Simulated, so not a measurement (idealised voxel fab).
Proc. module: voxel transistor to metal
For reference, the cross-section in this document is cut, with width 265 nm and square cells of 5 nm.
A cross-section is written here as square cells arranged in a grid, and it is given in bands from the top down, each band taking up one or more rows of cells.
Top, bottom (nm), then materials left to right with widths (nm); lone material tagged "edge to edge" fills the whole band edge to edge; "empty" = empty space.
Zero point of the height axis is 0; under it, received wafer = one material. Lowest band: continues down indefinitely, "top 0, no bottom".
Note: "30..40" means the width goes from the first number (top row of the band) to the second number (bottom row) in equal steps per row of cells.
"nothing different" means the step left every cell of the cross-section as it was.
The label "Listed closed voids" introduces a list of the empty spaces, 8 cells or larger, that have no open way up to the top; each entry in it reads width x height at distance, where the distance is taken from the left edge and all three are stated in nm.
Where a step's line continues beyond its settings, the continuation is a remark by the simulator itself on that step.
When a step includes a mask, the "overlay nm" setting on its line states how far to the right of its planned place that mask lay, and negative values state how far to the left.
## Process steps (planned)
- 1: op RECEIVE | material Si
- 2: op CONFORMAL_DEP | material SiO2 | thk nm 5
- 3: op CONFORMAL_DEP | material SiN | thk nm 10
- 4: op PATTERN | tone cover | mask id ACTIVE | material resist | width nm 105 | pitch nm 125 | thk nm 15 | overlay nm 0
- 5: op DIRECTIONAL_ETCH | etch materials SiN | depth nm 10
- 6: op DIRECTIONAL_ETCH | etch materials SiO2 | depth nm 5
- 7: op DIRECTIONAL_ETCH | etch materials Si | depth nm 35
- 8: op STRIP | etch materials resist
- 9: op OXIDIZE | depth nm 5
- 10: op FILL_DEP | material SiO2 | thk nm 15
- 11: op CMP | height nm 15
- 12: op SELECTIVE_ETCH | etch materials SiO2 | depth nm 5
- 13: op STRIP | etch materials SiN
- 14: op SELECTIVE_ETCH | etch materials SiO2 | depth nm 5
- 15: op OXIDIZE | depth nm 5
- 16: op DIRECTIONAL_DEP | material polySi | thk nm 20
- 17: op DIRECTIONAL_DEP | material SiCN | thk nm 15
- 18: op PATTERN | tone cover | mask id GATE | material resist | width nm 25 | pitch nm 125 | thk nm 20 | overlay nm 0
- 19: op DIRECTIONAL_ETCH | etch materials SiCN | depth nm 25
- 20: op DIRECTIONAL_ETCH | etch materials polySi | depth nm 30
- 21: op STRIP | etch materials resist
- 22: op CONFORMAL_DEP | material SiO2 | thk nm 5
- 23: op DIRECTIONAL_ETCH | etch materials SiO2 | depth nm 5
- 24: op CONFORMAL_DEP | material SiN | thk nm 5
- 25: op DIRECTIONAL_ETCH | etch materials SiN | depth nm 5
- 26: op DIRECTIONAL_ETCH | etch materials SiO2 | depth nm 5
- 27: op DIRECTIONAL_ETCH | etch materials Si | depth nm 15
- 28: op EPI | material pSi | thk nm 20
- 29: op FILL_DEP | material SiO2 | thk nm 5
- 30: op CMP | height nm 35
- 31: op DIRECTIONAL_DEP | material SiO2 | thk nm 15
- 32: op MASKED_ETCH | tone open | mask id CONTACT | width nm 30 | etch materials SiO2 | depth nm 50 | overlay nm 0
- 33: op CONFORMAL_DEP | material TiN | thk nm 5
- 34: op FILL_DEP | material W | thk nm 5
- 35: op CMP | height nm 50
- 36: op CONFORMAL_DEP | material SiCN | thk nm 5
- 37: op DIRECTIONAL_DEP | material lowk | thk nm 20
- 38: op MASKED_ETCH | tone open | mask id METAL_1 | width nm 20 | etch materials lowk | depth nm 20 | overlay nm 0
- 39: op MASKED_ETCH | tone open | mask id METAL_1 | width nm 20 | etch materials SiCN | depth nm 5 | overlay nm 0
- 40: op CONFORMAL_DEP | material TiN | thk nm 5
- 41: op FILL_DEP | material Cu | thk nm 5
- 42: op CMP | height nm 75
- 43: op CONFORMAL_DEP | material SiCN | thk nm 5
- 44: op DIRECTIONAL_DEP | material lowk | thk nm 35
- 45: op PATTERN | tone open | mask id METAL_2_HOLES | material resist | width nm 15 | pitch nm 125 | thk nm 15 | overlay nm 0
- 46: op DIRECTIONAL_ETCH | etch materials lowk | depth nm 35
- 47: op STRIP | etch materials resist
- 48: op DIRECTIONAL_DEP | material aC | thk nm 10
- 49: op PATTERN | tone open | mask id METAL_2 | material resist | width nm 20 | pitch nm 125 | thk nm 25 | overlay nm 0
- 50: op DIRECTIONAL_ETCH | etch materials aC | depth nm 10
- 51: op STRIP | etch materials resist
- 52: op DIRECTIONAL_ETCH | etch materials lowk | depth nm 20
- 53: op DIRECTIONAL_ETCH | etch materials SiCN | depth nm 5
- 54: op STRIP | etch materials aC
- 55: op CONFORMAL_DEP | material TiN | thk nm 5
- 56: op FILL_DEP | material Cu | thk nm 10
- 57: op CMP | height nm 115
- 58: op CONFORMAL_DEP | material SiN | thk nm 5
## Incoming wafer in cross-section (state: after step 1)
    top 0, no bottom | Si edge to edge
    Listed closed voids: none
## Cross-sectional image of the first of two wafers at the end of the module, the run having proceeded as planned
    top 120, bottom 115 | SiN edge to edge
    top 115, bottom 100 | 20 lowk, 5 TiN, 10 Cu, 5 TiN, 105 lowk, 5 TiN, 10 Cu, 5 TiN, 100 lowk
    top 100, bottom 95 | 20 lowk, 5 TiN, 5 Cu, 10 TiN, 105 lowk, 5 TiN, 5 Cu, 10 TiN, 100 lowk
    top 95, bottom 80 | 20 lowk, 5 TiN, 5 Cu, 5 TiN, 110 lowk, 5 TiN, 5 Cu, 5 TiN, 105 lowk
    top 80, bottom 75 | 20 SiCN, 15 TiN, 110 SiCN, 15 TiN, 105 SiCN
    top 75, bottom 55 | 20 lowk, 5 TiN, 10 Cu, 5 TiN, 55 lowk, 5 TiN, 10 Cu, 5 TiN, 30 lowk, 5 TiN, 10 Cu, 5 TiN, 55 lowk, 5 TiN, 10 Cu, 5 TiN, 25 lowk
    top 55, bottom 50 | 20 SiCN, 20 TiN, 55 SiCN, 20 TiN, 30 SiCN, 20 TiN, 55 SiCN, 20 TiN, 25 SiCN
    top 50, bottom 40 | 20 SiO2, 5 TiN, 20 W, 5 TiN, 35 SiO2, 5 TiN, 20 W, 5 TiN, 30 SiO2, 5 TiN, 20 W, 5 TiN, 35 SiO2, 5 TiN, 20 W, 5 TiN, 25 SiO2
    top 40, bottom 35 | 20 SiO2, 5 TiN, 15 W, 10 TiN, 35 SiO2, 10 TiN, 15 W, 5 TiN, 30 SiO2, 5 TiN, 15 W, 10 TiN, 35 SiO2, 10 TiN, 15 W, 5 TiN, 25 SiO2
    top 35, bottom 20 | 20 SiO2, 5 TiN, 15 W, 5 TiN, 5 SiN, 5 SiO2, 25 SiCN, 5 SiO2, 5 SiN, 5 TiN, 15 W, 5 TiN, 30 SiO2, 5 TiN, 15 W, 5 TiN, 5 SiN, 5 SiO2, 25 SiCN, 5 SiO2, 5 SiN, 5 TiN, 15 W, 5 TiN, 25 SiO2
    top 20, bottom 15 | 20 SiO2, 25 TiN, 5 SiN, 5 SiO2, 25 polySi, 5 SiO2, 5 SiN, 25 TiN, 30 SiO2, 25 TiN, 5 SiN, 5 SiO2, 25 polySi, 5 SiO2, 5 SiN, 25 TiN, 25 SiO2
    top 15, bottom 5 | 20 SiO2, 5 TiN, 20 pSi, 5 SiN, 5 SiO2, 25 polySi, 5 SiO2, 5 SiN, 20 pSi, 5 TiN, 30 SiO2, 5 TiN, 20 pSi, 5 SiN, 5 SiO2, 25 polySi, 5 SiO2, 5 SiN, 20 pSi, 5 TiN, 25 SiO2
    top 5, bottom 0 | 15 SiO2, 5 SiN, 5 TiN, 20 pSi, 5 SiN, 5 SiO2, 25 polySi, 5 SiO2, 5 SiN, 20 pSi, 5 TiN, 5 SiN, 20 SiO2, 5 SiN, 5 TiN, 20 pSi, 5 SiN, 5 SiO2, 25 polySi, 5 SiO2, 5 SiN, 20 pSi, 5 TiN, 5 SiN, 20 SiO2
    top 0, bottom -5 | 20 SiO2, 25 pSi, 45 SiO2, 25 pSi, 30 SiO2, 25 pSi, 45 SiO2, 25 pSi, 25 SiO2
    top -5, bottom -20 | 20 SiO2, 25 pSi, 45 Si, 25 pSi, 30 SiO2, 25 pSi, 45 Si, 25 pSi, 25 SiO2
    top -20, bottom -40 | 20 SiO2, 95 Si, 30 SiO2, 95 Si, 25 SiO2
    top -40, no bottom | Si edge to edge
    Listed closed voids: none
## End of module, second wafer, cross-section. Started like the first, planned like the first, run with one mistake
    top 120, bottom 115 | SiN edge to edge
    top 115, bottom 100 | 20 lowk, 5 TiN, 10 Cu, 5 TiN, 105 lowk, 5 TiN, 10 Cu, 5 TiN, 100 lowk
    top 100, bottom 95 | 20 lowk, 5 TiN, 5 Cu, 10 TiN, 105 lowk, 5 TiN, 5 Cu, 10 TiN, 100 lowk
    top 95, bottom 80 | 20 lowk, 5 TiN, 5 Cu, 5 TiN, 110 lowk, 5 TiN, 5 Cu, 5 TiN, 105 lowk
    top 80, bottom 75 | 20 SiCN, 15 TiN, 110 SiCN, 15 TiN, 105 SiCN
    top 75, bottom 55 | 20 lowk, 5 TiN, 10 Cu, 5 TiN, 55 lowk, 5 TiN, 10 Cu, 5 TiN, 30 lowk, 5 TiN, 10 Cu, 5 TiN, 55 lowk, 5 TiN, 10 Cu, 5 TiN, 25 lowk
    top 55, bottom 50 | 20 SiCN, 20 TiN, 55 SiCN, 20 TiN, 30 SiCN, 20 TiN, 55 SiCN, 20 TiN, 25 SiCN
    top 50, bottom 40 | 20 SiO2, 5 TiN, 20 W, 5 TiN, 35 SiO2, 5 TiN, 20 W, 5 TiN, 30 SiO2, 5 TiN, 20 W, 5 TiN, 35 SiO2, 5 TiN, 20 W, 5 TiN, 25 SiO2
    top 40, bottom 35 | 20 SiO2, 30 TiN, 35 SiO2, 30 TiN, 30 SiO2, 30 TiN, 35 SiO2, 30 TiN, 25 SiO2
    top 35, bottom 25 | 55 SiCN, 5 SiO2, 5 SiN, 5 SiO2, 5 SiN, 5 SiO2, 100 SiCN, 5 SiO2, 5 SiN, 5 SiO2, 5 SiN, 5 SiO2, 60 SiCN
    top 25, bottom 20 | 10 polySi, 45 SiCN, 5 SiO2, 5 SiN, 5 SiO2, 5 SiN, 5 SiO2, 45 SiCN, 10 polySi, 45 SiCN, 5 SiO2, 5 SiN, 5 SiO2, 5 SiN, 5 SiO2, 45 SiCN, 15 polySi
    top 20, bottom 15 | 55 polySi, 5 SiO2, 5 SiN, 5 SiO2, 5 SiN, 5 SiO2, 100 polySi, 5 SiO2, 5 SiN, 5 SiO2, 5 SiN, 5 SiO2, 60 polySi
    top 15, bottom 5 | 55 polySi, 5 SiO2, 5 SiN, 5 pSi, 5 SiN, 5 SiO2, 100 polySi, 5 SiO2, 5 SiN, 5 pSi, 5 SiN, 5 SiO2, 60 polySi
    top 5, bottom 0 | 10 SiO2, 45 polySi, 5 SiO2, 5 SiN, 5 pSi, 5 SiN, 5 SiO2, 45 polySi, 10 SiO2, 45 polySi, 5 SiO2, 5 SiN, 5 pSi, 5 SiN, 5 SiO2, 45 polySi, 15 SiO2
    top 0, bottom -5 | 65 SiO2, 5 pSi, 120 SiO2, 5 pSi, 70 SiO2
    top -5, bottom -20 | 20 SiO2, 45 Si, 5 pSi, 45 Si, 30 SiO2, 45 Si, 5 pSi, 45 Si, 25 SiO2
    top -20, bottom -40 | 20 SiO2, 95 Si, 30 SiO2, 95 Si, 25 SiO2
    top -40, no bottom | Si edge to edge
    Listed closed voids: none
It is concluded that the wafer was processed incorrectly with respect to the plan, in that step 18 did not happen as planned, as run it was op PATTERN | tone open | mask id GATE | material resist | width nm 25 | pitch nm 125 | thk nm 20 | overlay nm 0
Count the cells at the end and the second wafer has more or fewer of some materials than the first: Si: 54 more; SiCN: 92 more; SiN: 4 fewer; SiO2: 68 fewer; TiN: 44 fewer; W: 48 fewer; pSi: 114 fewer; polySi: 132 more
